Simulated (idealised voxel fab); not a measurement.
process module | voxel tone inversion
cross-section cut | 295 nm wide | cells 5 nm
A cross-section is a grid of square cells, given in bands from the top down. A band is one or more rows of cells.
Each band's line starts with the height of the band's top and of its bottom, in nm. Then come its materials from left to right, each with its width in nm. One material with "throughout" fills the band from edge to edge. "air" is empty space.
Height 0 is the level under which the wafer as received is all one material. The lowest band goes on downwards, as in "0 down".
A width such as "30 to 40" changes by the same amount from each row of cells to the next, from the band's top row to its bottom row.
"no change" after a step means that no cell of the cross-section changed.
closed voids: empty space of 8 cells or more with no open way to the top, each as width x height at its distance from the left edge, in nm
after a step's settings: what the simulator itself notes on the step
overlay nm, on a step with a mask: how far to the right of its planned place the mask lay; to the left if negative
plan
1 op RECEIVE | material Si
2 op CONFORMAL_DEP | material SiN | thk nm 10
3 op DIRECTIONAL_DEP | material polySi | thk nm 20
4 op PATTERN | tone cover | mask id POSTS | material resist | width nm 20 | pitch nm 50 | thk nm 30 | overlay nm 0
5 op DIRECTIONAL_ETCH | etch materials polySi | depth nm 20
6 op STRIP | etch materials resist
7 op FILL_DEP | material lowk | thk nm 10
8 op CMP | height nm 30
9 op STRIP | etch materials polySi
10 op CONFORMAL_DEP | material TiN | thk nm 5
11 op FILL_DEP | material Ru | thk nm 5
12 op CMP | height nm 30
13 op CONFORMAL_DEP | material SiCN | thk nm 5
varied across the wafers: thk nm of step 10. The plan shows the first wafer's value. All wafers start alike
first wafer as received, after step 1
  0 down: Si throughout
  closed voids: none
each wafer at the end: cells of each material gained (+) or lost (-) since it was received, then its closed voids
thk nm 5 | +12 Ru | +59 SiCN | +118 SiN | +20 TiN | +204 lowk | closed voids: none
thk nm 10 | +59 SiCN | +118 SiN | +32 TiN | +204 lowk | closed voids: none
thk nm 15 | +59 SiCN | +118 SiN | +32 TiN | +204 lowk | closed voids: none
thk nm 20 | +59 SiCN | +118 SiN | +32 TiN | +204 lowk | closed voids: none
